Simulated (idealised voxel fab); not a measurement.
Herein follows the process module entitled voxel fin reveal.
The figure presents cross-section cut, which has a width of 240 nm and is divided into square cells with an edge length of 5 nm.
This document writes a cross-section as a grid whose cells are square, and gives it as bands, listed from the top down; one or more rows of cells form a band.
Heads up on the band format: heights come first, top then bottom, in nm. After that it's the materials left to right, each with its width in nm. A single material flagged "throughout" fills the whole band edge to edge, and "empty" means there's empty space there.
Zero point of the height axis is 0; under it, received wafer = one material. Lowest band: continues down indefinitely, "0 nm and below".
With a width like "30 to 40", each row of cells in the band differs from the next by the same amount, the top row carrying the first number and the bottom row the second.
Where the words "same as before" appear for a step, the cross-section shows no cell changed by that step; every cell remained as before.
Any empty space of 8 cells or more lacking an open way to the top shows up in "Trapped void list" as width x height at distance, distance from the left edge, in nm.
On each step's line, the part that comes after the settings is the simulator's own comment on the step.
A step's line can hold "overlay nm"; with a mask on that step, the setting says how far right of the planned place the mask lay, while a negative setting says it lay to the left.

Process steps - plan
1 RECEIVE | material Si
2 CONFORMAL_DEP | material SiN | thk nm 5
3 PATTERN | tone cover | mask id FINS | material resist | width nm 15 | pitch nm 35 | thk nm 15 | overlay nm 0
4 DIRECTIONAL_ETCH | etch materials SiN | depth nm 5
5 DIRECTIONAL_ETCH | etch materials Si | depth nm 35
6 STRIP | etch materials resist
7 FILL_DEP | material SiO2 | thk nm 15
8 CMP | height nm 5
9 SELECTIVE_ETCH | etch materials SiO2 | depth nm 15
10 STRIP | etch materials SiN

As received (post step 1): cross-section
- 0 nm and below | Si throughout
- Trapped void list: none

Cross-section, end of module. Start: as above. Plan: as above. Execution: one mistake
- 0 nm to -25 nm | empty=60, Si=15, empty=20, Si=15, empty=20, Si=15, empty=20, Si=15, empty=60
- -25 nm to -35 nm | SiO2=60, Si=15, SiO2=20, Si=15, SiO2=20, Si=15, SiO2=20, Si=15, SiO2=60
- -35 nm and below | Si throughout
- Trapped void list: none
The mistake made against the process plan was this: execution of plan step 9 occurred twice
